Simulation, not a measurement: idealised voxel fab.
process module | voxel transistor to metal
cross-section cut | 285 nm wide | cells 5 nm
A cross-section is a grid of square cells, given in bands from the top down. A band is one or more rows of cells.
Each band's line starts with the height of the band's top and of its bottom, in nm. Then come its materials from left to right, each with its width in nm. One material with "throughout" fills the band from edge to edge. "air" is empty space.
Height 0 is the level under which the wafer as received is all one material. The lowest band goes on downwards, as in "0 down".
A width such as "30 to 40" changes by the same amount from each row of cells to the next, from the band's top row to its bottom row.
"no change" after a step means that no cell of the cross-section changed.
closed voids: empty space of 8 cells or more with no open way to the top, each as width x height at its distance from the left edge, in nm
after a step's settings: what the simulator itself notes on the step
overlay nm, on a step with a mask: how far to the right of its planned place the mask lay; to the left if negative
plan
1 op RECEIVE | material Si
2 op OXIDIZE | depth nm 5
3 op CONFORMAL_DEP | material SiN | thk nm 15
4 op DIRECTIONAL_DEP | material aC | thk nm 10
5 op PATTERN | tone cover | mask id ACTIVE | material resist | width nm 105 | pitch nm 130 | thk nm 30 | overlay nm 0
6 op DIRECTIONAL_ETCH | etch materials aC | depth nm 10
7 op STRIP | etch materials resist
8 op DIRECTIONAL_ETCH | etch materials SiN | depth nm 15
9 op DIRECTIONAL_ETCH | etch materials SiO2 | depth nm 5
10 op DIRECTIONAL_ETCH | etch materials Si | depth nm 25
11 op STRIP | etch materials aC
12 op FILL_DEP | material SiO2 | thk nm 15
13 op CMP | height nm 15
14 op SELECTIVE_ETCH | etch materials SiO2 | depth nm 5
15 op STRIP | etch materials SiN
16 op SELECTIVE_ETCH | etch materials SiO2 | depth nm 5
17 op OXIDIZE | depth nm 5
18 op DIRECTIONAL_DEP | material polySi | thk nm 30
19 op DIRECTIONAL_DEP | material SiCN | thk nm 15
20 op MASKED_ETCH | tone cover | mask id GATE | width nm 35 | pitch nm 130 | etch materials SiCN | depth nm 25 | overlay nm 0
21 op MASKED_ETCH | tone cover | mask id GATE | width nm 35 | pitch nm 130 | etch materials polySi | depth nm 40 | overlay nm 0
22 op CONFORMAL_DEP | material SiN | thk nm 10
23 op DIRECTIONAL_ETCH | etch materials SiN | depth nm 10
24 op DIRECTIONAL_ETCH | etch materials SiO2 | depth nm 5
25 op DIRECTIONAL_ETCH | etch materials Si | depth nm 15
26 op EPI | material SiGe | thk nm 20
27 op FILL_DEP | material SiO2 | thk nm 10
28 op CMP | height nm 25
29 op STRIP | etch materials polySi
30 op SELECTIVE_ETCH | etch materials SiO2 | depth nm 5
31 op CONFORMAL_DEP | material HfO2 | thk nm 5
32 op CONFORMAL_DEP | material TiN | thk nm 5
33 op FILL_DEP | material W | thk nm 5
34 op CMP | height nm 20
35 op DIRECTIONAL_DEP | material SiO2 | thk nm 10
36 op PATTERN | tone open | mask id CONTACT | material resist | width nm 15 | thk nm 15 | overlay nm 0
37 op DIRECTIONAL_ETCH | etch materials SiO2 | depth nm 20
38 op STRIP | etch materials resist
39 op CONFORMAL_DEP | material TiN | thk nm 5
40 op FILL_DEP | material Ru | thk nm 10
41 op CMP | height nm 30
42 op DIRECTIONAL_DEP | material TiN | thk nm 5
43 op DIRECTIONAL_DEP | material W | thk nm 15
44 op DIRECTIONAL_DEP | material aC | thk nm 15
45 op PATTERN | tone cover | mask id METAL_1 | material resist | width nm 15 | thk nm 30 | overlay nm 0
46 op DIRECTIONAL_ETCH | etch materials aC | depth nm 15
47 op STRIP | etch materials resist
48 op DIRECTIONAL_ETCH | etch materials W | depth nm 15
49 op DIRECTIONAL_ETCH | etch materials TiN | depth nm 5
50 op STRIP | etch materials aC
51 op FILL_DEP | material SiO2 | thk nm 5
52 op CMP | height nm 50
53 op CONFORMAL_DEP | material SiCN | thk nm 5
54 op DIRECTIONAL_DEP | material lowk | thk nm 25
55 op MASKED_ETCH | tone open | mask id METAL_2 | width nm 15 | pitch nm 130 | etch materials lowk | depth nm 15 | overlay nm 0
56 op DIRECTIONAL_DEP | material aC | thk nm 15
57 op PATTERN | tone open | mask id METAL_2_HOLES | material resist | width nm 15 | pitch nm 130 | thk nm 30 | overlay nm 0
58 op DIRECTIONAL_ETCH | etch materials aC | depth nm 15
59 op STRIP | etch materials resist
60 op DIRECTIONAL_ETCH | etch materials lowk | depth nm 10
61 op DIRECTIONAL_ETCH | etch materials SiCN | depth nm 5
62 op STRIP | etch materials aC
63 op CONFORMAL_DEP | material TiN | thk nm 5
64 op FILL_DEP | material Cu | thk nm 5
65 op CMP | height nm 80
66 op CONFORMAL_DEP | material SiCN | thk nm 5
as received, after step 1
  0 down: Si throughout
  closed voids: none
a wafer at the end: this start, this plan, one mistake
  85 to 80: SiCN throughout
  80 to 55: lowk 30 | TiN 5 | Cu 5 | TiN 5 | lowk 115 | TiN 5 | Cu 5 | TiN 5 | lowk 110
  55 to 50: SiCN 30 | TiN 15 | SiCN 115 | TiN 15 | SiCN 110
  50 to 35: SiO2 30 | W 15 | SiO2 65 | W 15 | SiO2 35 | W 15 | SiO2 65 | W 15 | SiO2 30
  35 to 25: SiO2 30 | TiN 15 | SiO2 65 | TiN 15 | SiO2 35 | TiN 15 | SiO2 65 | TiN 15 | SiO2 30
  25 to 20: HfO2 50 | SiN 10 | HfO2 5 | TiN 5 | W 15 | TiN 5 | HfO2 5 | SiN 10 | HfO2 75 | SiN 10 | HfO2 5 | TiN 5 | W 15 | TiN 5 | HfO2 5 | SiN 10 | HfO2 50
  20 to 10: SiO2 50 | SiN 10 | HfO2 5 | TiN 5 | W 15 | TiN 5 | HfO2 5 | SiN 10 | SiO2 75 | SiN 10 | HfO2 5 | TiN 5 | W 15 | TiN 5 | HfO2 5 | SiN 10 | SiO2 50
  10 to 5: SiO2 25 | SiGe 25 | SiN 10 | HfO2 5 | TiN 5 | W 15 | TiN 5 | HfO2 5 | SiN 10 | SiGe 25 | SiO2 25 | SiGe 25 | SiN 10 | HfO2 5 | TiN 5 | W 15 | TiN 5 | HfO2 5 | SiN 10 | SiGe 25 | SiO2 25
  5 to 0: SiO2 20 | SiN 10 | SiGe 20 | SiN 10 | HfO2 5 | TiN 5 | W 15 | TiN 5 | HfO2 5 | SiN 10 | SiGe 20 | SiN 10 | SiO2 15 | SiN 10 | SiGe 20 | SiN 10 | HfO2 5 | TiN 5 | W 15 | TiN 5 | HfO2 5 | SiN 10 | SiGe 20 | SiN 10 | SiO2 20
  0 to -5: SiO2 20 | SiN 10 | SiGe 20 | SiN 10 | HfO2 5 | TiN 25 | HfO2 5 | SiN 10 | SiGe 20 | SiN 10 | SiO2 15 | SiN 10 | SiGe 20 | SiN 10 | HfO2 5 | TiN 25 | HfO2 5 | SiN 10 | SiGe 20 | SiN 10 | SiO2 20
  -5 to -10: SiO2 30 | SiGe 20 | SiO2 5 | HfO2 45 | SiO2 5 | SiGe 20 | SiO2 35 | SiGe 20 | SiO2 5 | HfO2 45 | SiO2 5 | SiGe 20 | SiO2 30
  -10 to -25: SiO2 25 | Si 5 | SiGe 20 | Si 55 | SiGe 20 | Si 5 | SiO2 25 | Si 5 | SiGe 20 | Si 55 | SiGe 20 | Si 5 | SiO2 25
  -25 to -30: SiO2 25 | Si 105 | SiO2 25 | Si 105 | SiO2 25
  -30 down: Si throughout
  closed voids: none
what went wrong: step 34 ran as: op CMP | height nm 25
